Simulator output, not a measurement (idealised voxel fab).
You're looking at the process module voxel wiring stack.
Cross-sectional view cut (width: 220 nm; square cell size: 5 nm).
How to read a cross-section here: the picture is a grid of square cells, written as bands going from the top down, and any band can span one or more rows of cells.
Read a band's entry like this: the first values are the height of its top and the height of its bottom in nm, and what follows is the sequence of materials from left to right, each with its width in nm. Note that "air" is empty space, and that a single material marked "edge to edge" reaches across the band from edge to edge.
Measure heights from 0. That's the level where, below it, the as-received wafer is all one material. The lowest band is bottomless and extends downward; write it as in "0..down".
A two-number width, for instance "30..40", indicates that the width is equal to the first number in the top row of the band and to the second number in the bottom row, and that it changes by a constant amount per row of cells.
When a step is marked "remained the same", none of the cells in the cross-section changed during that step.
"Closed internal voids": empty spaces of 8 cells or more with no open way to the top, each given as width x height at distance, distance from the left edge, all in nm.
Formally, on a step line, whatever follows the settings is a remark that the simulator itself makes on the step.
Steps that use a mask can have "overlay nm" on their line. It says how far the mask sat to the right of where it was meant to be. Negative means to the left.

### Process steps foreseen in the plan
| 1 | RECEIVE, material Si |
| 2 | CONFORMAL_DEP, material SiO2, thk nm 15 |
| 3 | CONFORMAL_DEP, material SiN, thk nm 5 |
| 4 | DIRECTIONAL_DEP, material SiO2, thk nm 25 |
| 5 | DIRECTIONAL_DEP, material aC, thk nm 15 |
| 6 | PATTERN, tone open, mask id METAL_1, material resist, width nm 20, pitch nm 45, thk nm 35, overlay nm 0 |
| 7 | DIRECTIONAL_ETCH, etch materials aC, depth nm 15 |
| 8 | STRIP, etch materials resist |
| 9 | DIRECTIONAL_ETCH, etch materials SiO2, depth nm 25 |
| 10 | DIRECTIONAL_ETCH, etch materials SiN, depth nm 5 |
| 11 | STRIP, etch materials aC |
| 12 | CONFORMAL_DEP, material TiN, thk nm 5 |
| 13 | FILL_DEP, material Ru, thk nm 10 |
| 14 | CMP, height nm 45 |
| 15 | EPI, material Ru, thk nm 5 |
| 16 | FILL_DEP, material SiCN, thk nm 5 |
| 17 | DIRECTIONAL_DEP, material lowk, thk nm 10 |
| 18 | PATTERN, tone open, mask id PLUG_1, material resist, width nm 15, pitch nm 90, thk nm 15, overlay nm 0 |
| 19 | DIRECTIONAL_ETCH, etch materials lowk, depth nm 10 |
| 20 | DIRECTIONAL_ETCH, etch materials SiCN, depth nm 5 |
| 21 | STRIP, etch materials resist |
| 22 | EPI, material Ru, thk nm 10 |
| 23 | EPI, material Ru, thk nm 5 |
| 24 | DIRECTIONAL_DEP, material TiN, thk nm 5 |
| 25 | DIRECTIONAL_DEP, material Ru, thk nm 20 |
| 26 | DIRECTIONAL_DEP, material aC, thk nm 10 |
| 27 | PATTERN, tone cover, mask id METAL_2, material resist, width nm 20, pitch nm 45, thk nm 30, overlay nm 0 |
| 28 | DIRECTIONAL_ETCH, etch materials aC, depth nm 10 |
| 29 | STRIP, etch materials resist |
| 30 | DIRECTIONAL_ETCH, etch materials Ru, depth nm 20 |
| 31 | DIRECTIONAL_ETCH, etch materials TiN, depth nm 5 |
| 32 | STRIP, etch materials aC |
| 33 | CONFORMAL_DEP, material SiN, thk nm 5 |
| 34 | FILL_DEP, material lowk, thk nm 10 |
| 35 | CMP, height nm 90 |
| 36 | CONFORMAL_DEP, material SiCN, thk nm 5 |
| 37 | DIRECTIONAL_DEP, material SiO2, thk nm 10 |
| 38 | PATTERN, tone open, mask id PLUG_2, material resist, width nm 15, pitch nm 90, thk nm 20, overlay nm 0 |
| 39 | DIRECTIONAL_ETCH, etch materials SiO2, depth nm 10 |
| 40 | DIRECTIONAL_ETCH, etch materials SiCN, depth nm 5 |
| 41 | STRIP, etch materials resist |
| 42 | EPI, material Ru, thk nm 10 |
| 43 | EPI, material Ru, thk nm 5 |
| 44 | CONFORMAL_DEP, material SiCN, thk nm 5 |
| 45 | DIRECTIONAL_DEP, material lowk, thk nm 25 |
| 46 | MASKED_ETCH, tone open, mask id METAL_3, width nm 20, pitch nm 45, etch materials lowk, depth nm 25, overlay nm 0 |
| 47 | MASKED_ETCH, tone open, mask id METAL_3, width nm 20, pitch nm 45, etch materials SiCN, depth nm 5, overlay nm 0 |
| 48 | CONFORMAL_DEP, material TiN, thk nm 5 |
| 49 | FILL_DEP, material Ru, thk nm 5 |
| 50 | CMP, height nm 135 |
| 51 | CONFORMAL_DEP, material SiCN, thk nm 5 |

### The first of the two wafers, which ran as planned

### The cross-section here shows the wafer as received, i.e. in its state after step 1
  0..down = Si edge to edge
  Closed internal voids: none

### Cross-section of the wafer subsequent to step 2
  15..0 = SiO2 edge to edge
  Everything under 0 stays put, no change at all.

### Cross-section of the wafer subsequent to step 3
  20..15 = SiN edge to edge
  Everything under 15 stays put, no change at all.

### Cross-section of the wafer subsequent to step 4
  45..20 = SiO2 edge to edge
  Everything under 20 stays put, no change at all.

### Cross-section of the wafer subsequent to step 5
  60..45 = aC edge to edge
  Everything under 45 stays put, no change at all.

### Cross-section of the wafer subsequent to step 6
  95..60 = resist: 30  air: 20  resist: 25  air: 20  resist: 25  air: 20  resist: 25  air: 20  resist: 35
  Everything under 60 stays put, no change at all.

### Cross-section of the wafer subsequent to step 7
  80..60 = resist: 30  air: 20  resist: 25  air: 20  resist: 25  air: 20  resist: 25  air: 20  resist: 35
  60..45 = aC: 30  air: 20  aC: 25  air: 20  aC: 25  air: 20  aC: 25  air: 20  aC: 35
  Everything under 45 stays put, no change at all.

### Cross-section of the wafer subsequent to step 8
  60..45 = aC: 30  air: 20  aC: 25  air: 20  aC: 25  air: 20  aC: 25  air: 20  aC: 35
  Everything under 45 stays put, no change at all.

### Cross-section of the wafer subsequent to step 9
  60..45 = aC: 30  air: 20  aC: 25  air: 20  aC: 25  air: 20  aC: 25  air: 20  aC: 35
  45..20 = SiO2: 30  air: 20  SiO2: 25  air: 20  SiO2: 25  air: 20  SiO2: 25  air: 20  SiO2: 35
  Everything under 20 stays put, no change at all.

### Cross-section of the wafer subsequent to step 10
  60..45 = aC: 30  air: 20  aC: 25  air: 20  aC: 25  air: 20  aC: 25  air: 20  aC: 35
  45..20 = SiO2: 30  air: 20  SiO2: 25  air: 20  SiO2: 25  air: 20  SiO2: 25  air: 20  SiO2: 35
  20..15 = SiN: 30  air: 20  SiN: 25  air: 20  SiN: 25  air: 20  SiN: 25  air: 20  SiN: 35
  Everything under 15 stays put, no change at all.

### Cross-section of the wafer subsequent to step 11
  45..20 = SiO2: 30  air: 20  SiO2: 25  air: 20  SiO2: 25  air: 20  SiO2: 25  air: 20  SiO2: 35
  Everything under 20 stays put, no change at all.

### Cross-section of the wafer subsequent to step 12
  50..45 = TiN: 35  air: 10  TiN: 35  air: 10  TiN: 35  air: 10  TiN: 35  air: 10  TiN: 40
  45..20 = SiO2: 30  TiN: 5  air: 10  TiN: 5  SiO2: 25  TiN: 5  air: 10  TiN: 5  SiO2: 25  TiN: 5  air: 10  TiN: 5  SiO2: 25  TiN: 5  air: 10  TiN: 5  SiO2: 35
  20..15 = SiN: 30  TiN: 20  SiN: 25  TiN: 20  SiN: 25  TiN: 20  SiN: 25  TiN: 20  SiN: 35
  Everything under 15 stays put, no change at all.

### Cross-section of the wafer subsequent to step 13
  60..50 = Ru edge to edge
  50..45 = TiN: 35  Ru: 10  TiN: 35  Ru: 10  TiN: 35  Ru: 10  TiN: 35  Ru: 10  TiN: 40
  45..20 = SiO2: 30  TiN: 5  Ru: 10  TiN: 5  SiO2: 25  TiN: 5  Ru: 10  TiN: 5  SiO2: 25  TiN: 5  Ru: 10  TiN: 5  SiO2: 25  TiN: 5  Ru: 10  TiN: 5  SiO2: 35
  Everything under 20 stays put, no change at all.

### Cross-section of the wafer subsequent to step 14
  45..20 = SiO2: 30  TiN: 5  Ru: 10  TiN: 5  SiO2: 25  TiN: 5  Ru: 10  TiN: 5  SiO2: 25  TiN: 5  Ru: 10  TiN: 5  SiO2: 25  TiN: 5  Ru: 10  TiN: 5  SiO2: 35
  Everything under 20 stays put, no change at all.

### Cross-section of the wafer subsequent to step 15
  50..45 = air: 25  Ru: 30  air: 15  Ru: 30  air: 15  Ru: 30  air: 15  Ru: 30  air: 30
  Everything under 45 stays put, no change at all.

### Cross-section of the wafer subsequent to step 16
  55..50 = SiCN edge to edge
  50..45 = SiCN: 25  Ru: 30  SiCN: 15  Ru: 30  SiCN: 15  Ru: 30  SiCN: 15  Ru: 30  SiCN: 30
  Everything under 45 stays put, no change at all.

### Cross-section of the wafer subsequent to step 17
  65..55 = lowk edge to edge
  Everything under 55 stays put, no change at all.

### Cross-section of the wafer subsequent to step 18
  80..65 = resist: 30  air: 15  resist: 75  air: 15  resist: 85
  Everything under 65 stays put, no change at all.

### Cross-section of the wafer subsequent to step 19
  80..65 = resist: 30  air: 15  resist: 75  air: 15  resist: 85
  65..55 = lowk: 30  air: 15  lowk: 75  air: 15  lowk: 85
  Everything under 55 stays put, no change at all.

### Cross-section of the wafer subsequent to step 20
  80..65 = resist: 30  air: 15  resist: 75  air: 15  resist: 85
  65..55 = lowk: 30  air: 15  lowk: 75  air: 15  lowk: 85
  55..50 = SiCN: 30  air: 15  SiCN: 75  air: 15  SiCN: 85
  Everything under 50 stays put, no change at all.

### Cross-section of the wafer subsequent to step 21
  65..55 = lowk: 30  air: 15  lowk: 75  air: 15  lowk: 85
  Everything under 55 stays put, no change at all.

### Cross-section of the wafer subsequent to step 22
  65..60 = lowk: 30  air: 15  lowk: 75  air: 15  lowk: 85
  60..55 = lowk: 30  Ru: 15  lowk: 75  Ru: 15  lowk: 85
  55..50 = SiCN: 30  Ru: 15  SiCN: 75  Ru: 15  SiCN: 85
  Everything under 50 stays put, no change at all.

### Cross-section of the wafer subsequent to step 23
  65..55 = lowk: 30  Ru: 15  lowk: 75  Ru: 15  lowk: 85
  Everything under 55 stays put, no change at all.

### Cross-section of the wafer subsequent to step 24
  70..65 = TiN edge to edge
  Everything under 65 stays put, no change at all.

### Cross-section of the wafer subsequent to step 25
  90..70 = Ru edge to edge
  Everything under 70 stays put, no change at all.

### Cross-section of the wafer subsequent to step 26
  100..90 = aC edge to edge
  Everything under 90 stays put, no change at all.

### Cross-section of the wafer subsequent to step 27
  130..100 = air: 30  resist: 20  air: 25  resist: 20  air: 25  resist: 20  air: 25  resist: 20  air: 35
  Everything under 100 stays put, no change at all.

### Cross-section of the wafer subsequent to step 28
  120..100 = air: 30  resist: 20  air: 25  resist: 20  air: 25  resist: 20  air: 25  resist: 20  air: 35
  100..90 = air: 30  aC: 20  air: 25  aC: 20  air: 25  aC: 20  air: 25  aC: 20  air: 35
  Everything under 90 stays put, no change at all.

### Cross-section of the wafer subsequent to step 29
  100..90 = air: 30  aC: 20  air: 25  aC: 20  air: 25  aC: 20  air: 25  aC: 20  air: 35
  Everything under 90 stays put, no change at all.

### Cross-section of the wafer subsequent to step 30
  100..90 = air: 30  aC: 20  air: 25  aC: 20  air: 25  aC: 20  air: 25  aC: 20  air: 35
  90..70 = air: 30  Ru: 20  air: 25  Ru: 20  air: 25  Ru: 20  air: 25  Ru: 20  air: 35
  Everything under 70 stays put, no change at all.

### Cross-section of the wafer subsequent to step 31
  100..90 = air: 30  aC: 20  air: 25  aC: 20  air: 25  aC: 20  air: 25  aC: 20  air: 35
  90..70 = air: 30  Ru: 20  air: 25  Ru: 20  air: 25  Ru: 20  air: 25  Ru: 20  air: 35
  70..65 = air: 30  TiN: 20  air: 25  TiN: 20  air: 25  TiN: 20  air: 25  TiN: 20  air: 35
  Everything under 65 stays put, no change at all.

### Cross-section of the wafer subsequent to step 32
  90..70 = air: 30  Ru: 20  air: 25  Ru: 20  air: 25  Ru: 20  air: 25  Ru: 20  air: 35
  Everything under 70 stays put, no change at all.

### Cross-section of the wafer subsequent to step 33
  95..90 = air: 25  SiN: 30  air: 15  SiN: 30  air: 15  SiN: 30  air: 15  SiN: 30  air: 30
  90..70 = air: 25  SiN: 5  Ru: 20  SiN: 5  air: 15  SiN: 5  Ru: 20  SiN: 5  air: 15  SiN: 5  Ru: 20  SiN: 5  air: 15  SiN: 5  Ru: 20  SiN: 5  air: 30
  70..65 = SiN: 30  TiN: 20  SiN: 25  TiN: 20  SiN: 25  TiN: 20  SiN: 25  TiN: 20  SiN: 35
  Everything under 65 stays put, no change at all.

### Cross-section of the wafer subsequent to step 34
  105..95 = lowk edge to edge
  95..90 = lowk: 25  SiN: 30  lowk: 15  SiN: 30  lowk: 15  SiN: 30  lowk: 15  SiN: 30  lowk: 30
  90..70 = lowk: 25  SiN: 5  Ru: 20  SiN: 5  lowk: 15  SiN: 5  Ru: 20  SiN: 5  lowk: 15  SiN: 5  Ru: 20  SiN: 5  lowk: 15  SiN: 5  Ru: 20  SiN: 5  lowk: 30
  Everything under 70 stays put, no change at all.

### Cross-section of the wafer subsequent to step 35
  90..70 = lowk: 25  SiN: 5  Ru: 20  SiN: 5  lowk: 15  SiN: 5  Ru: 20  SiN: 5  lowk: 15  SiN: 5  Ru: 20  SiN: 5  lowk: 15  SiN: 5  Ru: 20  SiN: 5  lowk: 30
  Everything under 70 stays put, no change at all.

### Cross-section of the wafer subsequent to step 36
  95..90 = SiCN edge to edge
  Everything under 90 stays put, no change at all.

### Cross-section of the wafer subsequent to step 37
  105..95 = SiO2 edge to edge
  Everything under 95 stays put, no change at all.

### Cross-section of the wafer subsequent to step 38
  125..105 = resist: 30  air: 15  resist: 75  air: 15  resist: 85
  Everything under 105 stays put, no change at all.

### Cross-section of the wafer subsequent to step 39
  125..105 = resist: 30  air: 15  resist: 75  air: 15  resist: 85
  105..95 = SiO2: 30  air: 15  SiO2: 75  air: 15  SiO2: 85
  Everything under 95 stays put, no change at all.

### Cross-section of the wafer subsequent to step 40
  125..105 = resist: 30  air: 15  resist: 75  air: 15  resist: 85
  105..95 = SiO2: 30  air: 15  SiO2: 75  air: 15  SiO2: 85
  95..90 = SiCN: 30  air: 15  SiCN: 75  air: 15  SiCN: 85
  Everything under 90 stays put, no change at all.

### Cross-section of the wafer subsequent to step 41
  105..95 = SiO2: 30  air: 15  SiO2: 75  air: 15  SiO2: 85
  Everything under 95 stays put, no change at all.

### Cross-section of the wafer subsequent to step 42
  105..100 = SiO2: 30  air: 15  SiO2: 75  air: 15  SiO2: 85
  100..95 = SiO2: 30  Ru: 15  SiO2: 75  Ru: 15  SiO2: 85
  95..90 = SiCN: 30  Ru: 15  SiCN: 75  Ru: 15  SiCN: 85
  Everything under 90 stays put, no change at all.

### Cross-section of the wafer subsequent to step 43
  105..95 = SiO2: 30  Ru: 15  SiO2: 75  Ru: 15  SiO2: 85
  Everything under 95 stays put, no change at all.

### Cross-section of the wafer subsequent to step 44
  110..105 = SiCN edge to edge
  Everything under 105 stays put, no change at all.

### Cross-section of the wafer subsequent to step 45
  135..110 = lowk edge to edge
  Everything under 110 stays put, no change at all.

### Cross-section of the wafer subsequent to step 46
  135..110 = lowk: 30  air: 20  lowk: 25  air: 20  lowk: 25  air: 20  lowk: 25  air: 20  lowk: 35
  Everything under 110 stays put, no change at all.

### Cross-section of the wafer subsequent to step 47
  135..110 = lowk: 30  air: 20  lowk: 25  air: 20  lowk: 25  air: 20  lowk: 25  air: 20  lowk: 35
  110..105 = SiCN: 30  air: 20  SiCN: 25  air: 20  SiCN: 25  air: 20  SiCN: 25  air: 20  SiCN: 35
  Everything under 105 stays put, no change at all.

### Cross-section of the wafer subsequent to step 48
  140..135 = TiN: 35  air: 10  TiN: 35  air: 10  TiN: 35  air: 10  TiN: 35  air: 10  TiN: 40
  135..110 = lowk: 30  TiN: 5  air: 10  TiN: 5  lowk: 25  TiN: 5  air: 10  TiN: 5  lowk: 25  TiN: 5  air: 10  TiN: 5  lowk: 25  TiN: 5  air: 10  TiN: 5  lowk: 35
  110..105 = SiCN: 30  TiN: 20  SiCN: 25  TiN: 20  SiCN: 25  TiN: 20  SiCN: 25  TiN: 20  SiCN: 35
  Everything under 105 stays put, no change at all.

### Cross-section of the wafer subsequent to step 49
  145..140 = Ru edge to edge
  140..135 = TiN: 35  Ru: 10  TiN: 35  Ru: 10  TiN: 35  Ru: 10  TiN: 35  Ru: 10  TiN: 40
  135..110 = lowk: 30  TiN: 5  Ru: 10  TiN: 5  lowk: 25  TiN: 5  Ru: 10  TiN: 5  lowk: 25  TiN: 5  Ru: 10  TiN: 5  lowk: 25  TiN: 5  Ru: 10  TiN: 5  lowk: 35
  Everything under 110 stays put, no change at all.

### Cross-section of the wafer subsequent to step 50
  135..110 = lowk: 30  TiN: 5  Ru: 10  TiN: 5  lowk: 25  TiN: 5  Ru: 10  TiN: 5  lowk: 25  TiN: 5  Ru: 10  TiN: 5  lowk: 25  TiN: 5  Ru: 10  TiN: 5  lowk: 35
  Everything under 110 stays put, no change at all.

### Cross-section of the wafer subsequent to step 51
  140..135 = SiCN edge to edge
  Everything under 135 stays put, no change at all.

### Second of two: same start, same plan, one run error; steps up to and including 5 match the first

### What the second wafer looks like in cross-section when step 6 should have wrapped up
  95..60 = resist: 25  air: 30  resist: 15  air: 30  resist: 15  air: 30  resist: 15  air: 30  resist: 30
  Everything under 60 stays put, no change at all.

### What the second wafer looks like in cross-section when step 7 should have wrapped up
  80..60 = resist: 25  air: 30  resist: 15  air: 30  resist: 15  air: 30  resist: 15  air: 30  resist: 30
  60..45 = aC: 25  air: 30  aC: 15  air: 30  aC: 15  air: 30  aC: 15  air: 30  aC: 30
  Everything under 45 stays put, no change at all.

### What the second wafer looks like in cross-section when step 8 should have wrapped up
  60..45 = aC: 25  air: 30  aC: 15  air: 30  aC: 15  air: 30  aC: 15  air: 30  aC: 30
  Everything under 45 stays put, no change at all.

### What the second wafer looks like in cross-section when step 9 should have wrapped up
  60..45 = aC: 25  air: 30  aC: 15  air: 30  aC: 15  air: 30  aC: 15  air: 30  aC: 30
  45..20 = SiO2: 25  air: 30  SiO2: 15  air: 30  SiO2: 15  air: 30  SiO2: 15  air: 30  SiO2: 30
  Everything under 20 stays put, no change at all.

### What the second wafer looks like in cross-section when step 10 should have wrapped up
  60..45 = aC: 25  air: 30  aC: 15  air: 30  aC: 15  air: 30  aC: 15  air: 30  aC: 30
  45..20 = SiO2: 25  air: 30  SiO2: 15  air: 30  SiO2: 15  air: 30  SiO2: 15  air: 30  SiO2: 30
  20..15 = SiN: 25  air: 30  SiN: 15  air: 30  SiN: 15  air: 30  SiN: 15  air: 30  SiN: 30
  Everything under 15 stays put, no change at all.

### What the second wafer looks like in cross-section when step 11 should have wrapped up
  45..20 = SiO2: 25  air: 30  SiO2: 15  air: 30  SiO2: 15  air: 30  SiO2: 15  air: 30  SiO2: 30
  Everything under 20 stays put, no change at all.

### What the second wafer looks like in cross-section when step 12 should have wrapped up
  50..45 = TiN: 30  air: 20  TiN: 25  air: 20  TiN: 25  air: 20  TiN: 25  air: 20  TiN: 35
  45..20 = SiO2: 25  TiN: 5  air: 20  TiN: 5  SiO2: 15  TiN: 5  air: 20  TiN: 5  SiO2: 15  TiN: 5  air: 20  TiN: 5  SiO2: 15  TiN: 5  air: 20  TiN: 5  SiO2: 30
  20..15 = SiN: 25  TiN: 30  SiN: 15  TiN: 30  SiN: 15  TiN: 30  SiN: 15  TiN: 30  SiN: 30
  Everything under 15 stays put, no change at all.

### What the second wafer looks like in cross-section when step 13 should have wrapped up
  60..50 = Ru edge to edge
  50..45 = TiN: 30  Ru: 20  TiN: 25  Ru: 20  TiN: 25  Ru: 20  TiN: 25  Ru: 20  TiN: 35
  45..20 = SiO2: 25  TiN: 5  Ru: 20  TiN: 5  SiO2: 15  TiN: 5  Ru: 20  TiN: 5  SiO2: 15  TiN: 5  Ru: 20  TiN: 5  SiO2: 15  TiN: 5  Ru: 20  TiN: 5  SiO2: 30
  Everything under 20 stays put, no change at all.

### What the second wafer looks like in cross-section when step 14 should have wrapped up
  45..20 = SiO2: 25  TiN: 5  Ru: 20  TiN: 5  SiO2: 15  TiN: 5  Ru: 20  TiN: 5  SiO2: 15  TiN: 5  Ru: 20  TiN: 5  SiO2: 15  TiN: 5  Ru: 20  TiN: 5  SiO2: 30
  Everything under 20 stays put, no change at all.

### What the second wafer looks like in cross-section when step 15 should have wrapped up
  50..45 = air: 20  Ru: 40  air: 5  Ru: 40  air: 5  Ru: 40  air: 5  Ru: 40  air: 25
  Everything under 45 stays put, no change at all.

### What the second wafer looks like in cross-section when step 16 should have wrapped up
  55..50 = SiCN edge to edge
  50..45 = SiCN: 20  Ru: 40  SiCN: 5  Ru: 40  SiCN: 5  Ru: 40  SiCN: 5  Ru: 40  SiCN: 25
  Everything under 45 stays put, no change at all.

### What the second wafer looks like in cross-section when step 17 should have wrapped up
  65..55 = lowk edge to edge
  Everything under 55 stays put, no change at all.

### What the second wafer looks like in cross-section when step 18 should have wrapped up
  80..65 = resist: 30  air: 15  resist: 75  air: 15  resist: 85
  Everything under 65 stays put, no change at all.

### What the second wafer looks like in cross-section when step 19 should have wrapped up
  80..65 = resist: 30  air: 15  resist: 75  air: 15  resist: 85
  65..55 = lowk: 30  air: 15  lowk: 75  air: 15  lowk: 85
  Everything under 55 stays put, no change at all.

### What the second wafer looks like in cross-section when step 20 should have wrapped up
  80..65 = resist: 30  air: 15  resist: 75  air: 15  resist: 85
  65..55 = lowk: 30  air: 15  lowk: 75  air: 15  lowk: 85
  55..50 = SiCN: 30  air: 15  SiCN: 75  air: 15  SiCN: 85
  Everything under 50 stays put, no change at all.

### What the second wafer looks like in cross-section when step 21 should have wrapped up
  65..55 = lowk: 30  air: 15  lowk: 75  air: 15  lowk: 85
  Everything under 55 stays put, no change at all.

### What the second wafer looks like in cross-section when step 22 should have wrapped up
  65..60 = lowk: 30  air: 15  lowk: 75  air: 15  lowk: 85
  60..55 = lowk: 30  Ru: 15  lowk: 75  Ru: 15  lowk: 85
  55..50 = SiCN: 30  Ru: 15  SiCN: 75  Ru: 15  SiCN: 85
  Everything under 50 stays put, no change at all.

### What the second wafer looks like in cross-section when step 23 should have wrapped up
  65..55 = lowk: 30  Ru: 15  lowk: 75  Ru: 15  lowk: 85
  Everything under 55 stays put, no change at all.

### What the second wafer looks like in cross-section when step 24 should have wrapped up
  70..65 = TiN edge to edge
  Everything under 65 stays put, no change at all.

### What the second wafer looks like in cross-section when step 25 should have wrapped up
  90..70 = Ru edge to edge
  Everything under 70 stays put, no change at all.

### What the second wafer looks like in cross-section when step 26 should have wrapped up
  100..90 = aC edge to edge
  Everything under 90 stays put, no change at all.

### What the second wafer looks like in cross-section when step 27 should have wrapped up
  130..100 = air: 30  resist: 20  air: 25  resist: 20  air: 25  resist: 20  air: 25  resist: 20  air: 35
  Everything under 100 stays put, no change at all.

### What the second wafer looks like in cross-section when step 28 should have wrapped up
  120..100 = air: 30  resist: 20  air: 25  resist: 20  air: 25  resist: 20  air: 25  resist: 20  air: 35
  100..90 = air: 30  aC: 20  air: 25  aC: 20  air: 25  aC: 20  air: 25  aC: 20  air: 35
  Everything under 90 stays put, no change at all.

### What the second wafer looks like in cross-section when step 29 should have wrapped up
  100..90 = air: 30  aC: 20  air: 25  aC: 20  air: 25  aC: 20  air: 25  aC: 20  air: 35
  Everything under 90 stays put, no change at all.

### What the second wafer looks like in cross-section when step 30 should have wrapped up
  100..90 = air: 30  aC: 20  air: 25  aC: 20  air: 25  aC: 20  air: 25  aC: 20  air: 35
  90..70 = air: 30  Ru: 20  air: 25  Ru: 20  air: 25  Ru: 20  air: 25  Ru: 20  air: 35
  Everything under 70 stays put, no change at all.

### What the second wafer looks like in cross-section when step 31 should have wrapped up
  100..90 = air: 30  aC: 20  air: 25  aC: 20  air: 25  aC: 20  air: 25  aC: 20  air: 35
  90..70 = air: 30  Ru: 20  air: 25  Ru: 20  air: 25  Ru: 20  air: 25  Ru: 20  air: 35
  70..65 = air: 30  TiN: 20  air: 25  TiN: 20  air: 25  TiN: 20  air: 25  TiN: 20  air: 35
  Everything under 65 stays put, no change at all.

### What the second wafer looks like in cross-section when step 32 should have wrapped up
  90..70 = air: 30  Ru: 20  air: 25  Ru: 20  air: 25  Ru: 20  air: 25  Ru: 20  air: 35
  Everything under 70 stays put, no change at all.

### What the second wafer looks like in cross-section when step 33 should have wrapped up
  95..90 = air: 25  SiN: 30  air: 15  SiN: 30  air: 15  SiN: 30  air: 15  SiN: 30  air: 30
  90..70 = air: 25  SiN: 5  Ru: 20  SiN: 5  air: 15  SiN: 5  Ru: 20  SiN: 5  air: 15  SiN: 5  Ru: 20  SiN: 5  air: 15  SiN: 5  Ru: 20  SiN: 5  air: 30
  70..65 = SiN: 30  TiN: 20  SiN: 25  TiN: 20  SiN: 25  TiN: 20  SiN: 25  TiN: 20  SiN: 35
  Everything under 65 stays put, no change at all.

### What the second wafer looks like in cross-section when step 34 should have wrapped up
  105..95 = lowk edge to edge
  95..90 = lowk: 25  SiN: 30  lowk: 15  SiN: 30  lowk: 15  SiN: 30  lowk: 15  SiN: 30  lowk: 30
  90..70 = lowk: 25  SiN: 5  Ru: 20  SiN: 5  lowk: 15  SiN: 5  Ru: 20  SiN: 5  lowk: 15  SiN: 5  Ru: 20  SiN: 5  lowk: 15  SiN: 5  Ru: 20  SiN: 5  lowk: 30
  Everything under 70 stays put, no change at all.

### What the second wafer looks like in cross-section when step 35 should have wrapped up
  90..70 = lowk: 25  SiN: 5  Ru: 20  SiN: 5  lowk: 15  SiN: 5  Ru: 20  SiN: 5  lowk: 15  SiN: 5  Ru: 20  SiN: 5  lowk: 15  SiN: 5  Ru: 20  SiN: 5  lowk: 30
  Everything under 70 stays put, no change at all.

### What the second wafer looks like in cross-section when step 36 should have wrapped up
  95..90 = SiCN edge to edge
  Everything under 90 stays put, no change at all.

### What the second wafer looks like in cross-section when step 37 should have wrapped up
  105..95 = SiO2 edge to edge
  Everything under 95 stays put, no change at all.

### What the second wafer looks like in cross-section when step 38 should have wrapped up
  125..105 = resist: 30  air: 15  resist: 75  air: 15  resist: 85
  Everything under 105 stays put, no change at all.

### What the second wafer looks like in cross-section when step 39 should have wrapped up
  125..105 = resist: 30  air: 15  resist: 75  air: 15  resist: 85
  105..95 = SiO2: 30  air: 15  SiO2: 75  air: 15  SiO2: 85
  Everything under 95 stays put, no change at all.

### What the second wafer looks like in cross-section when step 40 should have wrapped up
  125..105 = resist: 30  air: 15  resist: 75  air: 15  resist: 85
  105..95 = SiO2: 30  air: 15  SiO2: 75  air: 15  SiO2: 85
  95..90 = SiCN: 30  air: 15  SiCN: 75  air: 15  SiCN: 85
  Everything under 90 stays put, no change at all.

### What the second wafer looks like in cross-section when step 41 should have wrapped up
  105..95 = SiO2: 30  air: 15  SiO2: 75  air: 15  SiO2: 85
  Everything under 95 stays put, no change at all.

### What the second wafer looks like in cross-section when step 42 should have wrapped up
  105..100 = SiO2: 30  air: 15  SiO2: 75  air: 15  SiO2: 85
  100..95 = SiO2: 30  Ru: 15  SiO2: 75  Ru: 15  SiO2: 85
  95..90 = SiCN: 30  Ru: 15  SiCN: 75  Ru: 15  SiCN: 85
  Everything under 90 stays put, no change at all.

### What the second wafer looks like in cross-section when step 43 should have wrapped up
  105..95 = SiO2: 30  Ru: 15  SiO2: 75  Ru: 15  SiO2: 85
  Everything under 95 stays put, no change at all.

### What the second wafer looks like in cross-section when step 44 should have wrapped up
  110..105 = SiCN edge to edge
  Everything under 105 stays put, no change at all.

### What the second wafer looks like in cross-section when step 45 should have wrapped up
  135..110 = lowk edge to edge
  Everything under 110 stays put, no change at all.

### What the second wafer looks like in cross-section when step 46 should have wrapped up
  135..110 = lowk: 30  air: 20  lowk: 25  air: 20  lowk: 25  air: 20  lowk: 25  air: 20  lowk: 35
  Everything under 110 stays put, no change at all.

### What the second wafer looks like in cross-section when step 47 should have wrapped up
  135..110 = lowk: 30  air: 20  lowk: 25  air: 20  lowk: 25  air: 20  lowk: 25  air: 20  lowk: 35
  110..105 = SiCN: 30  air: 20  SiCN: 25  air: 20  SiCN: 25  air: 20  SiCN: 25  air: 20  SiCN: 35
  Everything under 105 stays put, no change at all.

### What the second wafer looks like in cross-section when step 48 should have wrapped up
  140..135 = TiN: 35  air: 10  TiN: 35  air: 10  TiN: 35  air: 10  TiN: 35  air: 10  TiN: 40
  135..110 = lowk: 30  TiN: 5  air: 10  TiN: 5  lowk: 25  TiN: 5  air: 10  TiN: 5  lowk: 25  TiN: 5  air: 10  TiN: 5  lowk: 25  TiN: 5  air: 10  TiN: 5  lowk: 35
  110..105 = SiCN: 30  TiN: 20  SiCN: 25  TiN: 20  SiCN: 25  TiN: 20  SiCN: 25  TiN: 20  SiCN: 35
  Everything under 105 stays put, no change at all.

### What the second wafer looks like in cross-section when step 49 should have wrapped up
  145..140 = Ru edge to edge
  140..135 = TiN: 35  Ru: 10  TiN: 35  Ru: 10  TiN: 35  Ru: 10  TiN: 35  Ru: 10  TiN: 40
  135..110 = lowk: 30  TiN: 5  Ru: 10  TiN: 5  lowk: 25  TiN: 5  Ru: 10  TiN: 5  lowk: 25  TiN: 5  Ru: 10  TiN: 5  lowk: 25  TiN: 5  Ru: 10  TiN: 5  lowk: 35
  Everything under 110 stays put, no change at all.

### What the second wafer looks like in cross-section when step 50 should have wrapped up
  135..110 = lowk: 30  TiN: 5  Ru: 10  TiN: 5  lowk: 25  TiN: 5  Ru: 10  TiN: 5  lowk: 25  TiN: 5  Ru: 10  TiN: 5  lowk: 25  TiN: 5  Ru: 10  TiN: 5  lowk: 35
  Everything under 110 stays put, no change at all.

### What the second wafer looks like in cross-section when step 51 should have wrapped up
  140..135 = SiCN edge to edge
  Everything under 135 stays put, no change at all.
So what did we get wrong on this run? it should be noted that step 6 was executed with settings other than those planned, the operation and settings actually applied being PATTERN, tone open, mask id METAL_1, material resist, width nm 30, pitch nm 45, thk nm 35, overlay nm 0
In the final state, the cell counts of the second wafer exceed or fall short of those of the first for the following materials: Ru: 48 more | SiCN: 8 fewer | SiN: 8 fewer | SiO2: 40 fewer | TiN: 8 more
